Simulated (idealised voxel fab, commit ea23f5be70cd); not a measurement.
Process module heading - voxel double patterning
Cross-sectional view cut (width: 240 nm; square cell size: 5 nm).
A cross-section is written here as square cells arranged in a grid, and it is given in bands from the top down, each band taking up one or more rows of cells. Look at the band entry: it leads with the top's height and the bottom's height in nm. Then it lists the materials left to right, with a width in nm for each. The word "full width" on a single material says that material fills the band edge to edge. The word "empty" is empty space. Height reference: 0 = level under which incoming wafer is all one material. Lowest band: no bottom, runs on downward, e.g. "top 0, no bottom". Graded width ("30 to 40"): value in top row of band = first number; value in bottom row = second number; row-to-row change constant. Given "same as before" for a step, no cell of the cross-section differs between before and after that step. Under "Enclosed internal cavities" you'll find the enclosed gaps, the ones with no way out to the top, that are 8 cells or bigger; each reads width x height at distance, with distance counted from the left edge, everything in nm. Whatever follows a step's settings on its line is a remark the simulator itself makes about that step. A step's line can hold "overlay nm"; with a mask on that step, the setting says how far right of the planned place the mask lay, while a negative setting says it lay to the left.

### Process steps - plan
- 1: RECEIVE: material Si
- 2: CONFORMAL_DEP: material SiO2, thk nm 5
- 3: DIRECTIONAL_DEP: material polySi, thk nm 15
- 4: DIRECTIONAL_DEP: material SiCN, thk nm 5
- 5: MASKED_ETCH: tone open, mask id FIRST, width nm 15, pitch nm 50, etch materials SiCN, depth nm 5, overlay nm 0
- 6: DIRECTIONAL_DEP: material aC, thk nm 10
- 7: PATTERN: tone open, mask id SECOND, material resist, width nm 15, pitch nm 50, thk nm 25, overlay nm 0
- 8: DIRECTIONAL_ETCH: etch materials aC, depth nm 10
- 9: STRIP: etch materials resist
- 10: DIRECTIONAL_ETCH: etch materials SiCN, depth nm 5
- 11: STRIP: etch materials aC
- 12: DIRECTIONAL_ETCH: etch materials polySi, depth nm 15
- 13: STRIP: etch materials SiCN

### What follows covers the first of two wafers; it ran as planned

### Delivered wafer in cross-section: state after step 1
  top 0, no bottom: Si full width
  Enclosed internal cavities: none

### Wafer section view after processing step 2
  top 5, bottom 0: SiO2 full width
  Under the height 0 nothing was changed.

### Wafer section view after processing step 3
  top 20, bottom 5: polySi full width
  Under the height 5 nothing was changed.

### Wafer section view after processing step 4
  top 25, bottom 20: SiCN full width
  Under the height 20 nothing was changed.

### Wafer section view after processing step 5
  top 25, bottom 20: SiCN=60; empty=15; SiCN=35; empty=15; SiCN=35; empty=15; SiCN=65
  Under the height 20 nothing was changed.

### Wafer section view after processing step 6
  top 35, bottom 30: aC=60; empty=15; aC=35; empty=15; aC=35; empty=15; aC=65
  top 30, bottom 25: aC full width
  top 25, bottom 20: SiCN=60; aC=15; SiCN=35; aC=15; SiCN=35; aC=15; SiCN=65
  Under the height 20 nothing was changed.

### Wafer section view after processing step 7
  top 60, bottom 35: resist=85; empty=15; resist=35; empty=15; resist=90
  top 35, bottom 30: aC=60; resist=15; aC=35; resist=15; aC=35; resist=15; aC=65
  Under the height 30 nothing was changed.

### Wafer section view after processing step 8
  top 50, bottom 35: resist=85; empty=15; resist=35; empty=15; resist=90
  top 35, bottom 30: aC=60; resist=15; aC=10; empty=15; aC=10; resist=15; aC=10; empty=15; aC=10; resist=15; aC=65
  top 30, bottom 25: aC=85; empty=15; aC=35; empty=15; aC=90
  Under the height 25 nothing was changed.

### Wafer section view after processing step 9
  top 35, bottom 30: aC=60; empty=15; aC=10; empty=15; aC=10; empty=15; aC=10; empty=15; aC=10; empty=15; aC=65
  Under the height 30 nothing was changed.

### Wafer section view after processing step 10
  top 35, bottom 30: aC=60; empty=15; aC=10; empty=15; aC=10; empty=15; aC=10; empty=15; aC=10; empty=15; aC=65
  top 30, bottom 25: aC=85; empty=15; aC=35; empty=15; aC=90
  top 25, bottom 20: SiCN=60; aC=15; SiCN=10; empty=15; SiCN=10; aC=15; SiCN=10; empty=15; SiCN=10; aC=15; SiCN=65
  Under the height 20 nothing was changed.

### Wafer section view after processing step 11
  top 25, bottom 20: SiCN=60; empty=15; SiCN=10; empty=15; SiCN=10; empty=15; SiCN=10; empty=15; SiCN=10; empty=15; SiCN=65
  Under the height 20 nothing was changed.

### Wafer section view after processing step 12
  top 25, bottom 20: SiCN=60; empty=15; SiCN=10; empty=15; SiCN=10; empty=15; SiCN=10; empty=15; SiCN=10; empty=15; SiCN=65
  top 20, bottom 5: polySi=60; empty=15; polySi=10; empty=15; polySi=10; empty=15; polySi=10; empty=15; polySi=10; empty=15; polySi=65
  Under the height 5 nothing was changed.

### Wafer section view after processing step 13
  top 20, bottom 5: polySi=60; empty=15; polySi=10; empty=15; polySi=10; empty=15; polySi=10; empty=15; polySi=10; empty=15; polySi=65
  Under the height 5 nothing was changed.

### second wafer: like start, like plan, one mistake. Through step 4 it matches the first wafer

### Look at the second wafer in cross-section at the time step 5 ought to have finished
  top 25, bottom 20: SiCN=55; empty=25; SiCN=25; empty=25; SiCN=25; empty=25; SiCN=60
  Under the height 20 nothing was changed.

### Look at the second wafer in cross-section at the time step 6 ought to have finished
  top 35, bottom 30: aC=55; empty=25; aC=25; empty=25; aC=25; empty=25; aC=60
  top 30, bottom 25: aC full width
  top 25, bottom 20: SiCN=55; aC=25; SiCN=25; aC=25; SiCN=25; aC=25; SiCN=60
  Under the height 20 nothing was changed.

### Look at the second wafer in cross-section at the time step 7 ought to have finished
  top 60, bottom 35: resist=85; empty=15; resist=35; empty=15; resist=90
  top 35, bottom 30: aC=55; resist=25; aC=25; resist=25; aC=25; resist=25; aC=60
  Under the height 30 nothing was changed.

### Look at the second wafer in cross-section at the time step 8 ought to have finished
  top 50, bottom 35: resist=85; empty=15; resist=35; empty=15; resist=90
  top 35, bottom 30: aC=55; resist=25; aC=5; empty=15; aC=5; resist=25; aC=5; empty=15; aC=5; resist=25; aC=60
  top 30, bottom 25: aC=85; empty=15; aC=35; empty=15; aC=90
  Under the height 25 nothing was changed.

### Look at the second wafer in cross-section at the time step 9 ought to have finished
  top 35, bottom 30: aC=55; empty=25; aC=5; empty=15; aC=5; empty=25; aC=5; empty=15; aC=5; empty=25; aC=60
  Under the height 30 nothing was changed.

### Look at the second wafer in cross-section at the time step 10 ought to have finished
  top 35, bottom 30: aC=55; empty=25; aC=5; empty=15; aC=5; empty=25; aC=5; empty=15; aC=5; empty=25; aC=60
  top 30, bottom 25: aC=85; empty=15; aC=35; empty=15; aC=90
  top 25, bottom 20: SiCN=55; aC=25; SiCN=5; empty=15; SiCN=5; aC=25; SiCN=5; empty=15; SiCN=5; aC=25; SiCN=60
  Under the height 20 nothing was changed.

### Look at the second wafer in cross-section at the time step 11 ought to have finished
  top 25, bottom 20: SiCN=55; empty=25; SiCN=5; empty=15; SiCN=5; empty=25; SiCN=5; empty=15; SiCN=5; empty=25; SiCN=60
  Under the height 20 nothing was changed.

### Look at the second wafer in cross-section at the time step 12 ought to have finished
  top 25, bottom 20: SiCN=55; empty=25; SiCN=5; empty=15; SiCN=5; empty=25; SiCN=5; empty=15; SiCN=5; empty=25; SiCN=60
  top 20, bottom 5: polySi=55; empty=25; polySi=5; empty=15; polySi=5; empty=25; polySi=5; empty=15; polySi=5; empty=25; polySi=60
  Under the height 5 nothing was changed.

### Look at the second wafer in cross-section at the time step 13 ought to have finished
  top 20, bottom 5: polySi=55; empty=25; polySi=5; empty=15; polySi=5; empty=25; polySi=5; empty=15; polySi=5; empty=25; polySi=60
  Under the height 5 nothing was changed.
What was the processing mistake? step 5 was not run as planned; what actually ran was MASKED_ETCH: tone open, mask id FIRST, width nm 25, pitch nm 50, etch materials SiCN, depth nm 5, overlay nm 0
Final tally in cells, some materials are higher or lower on the second wafer than on the first: -18 polySi
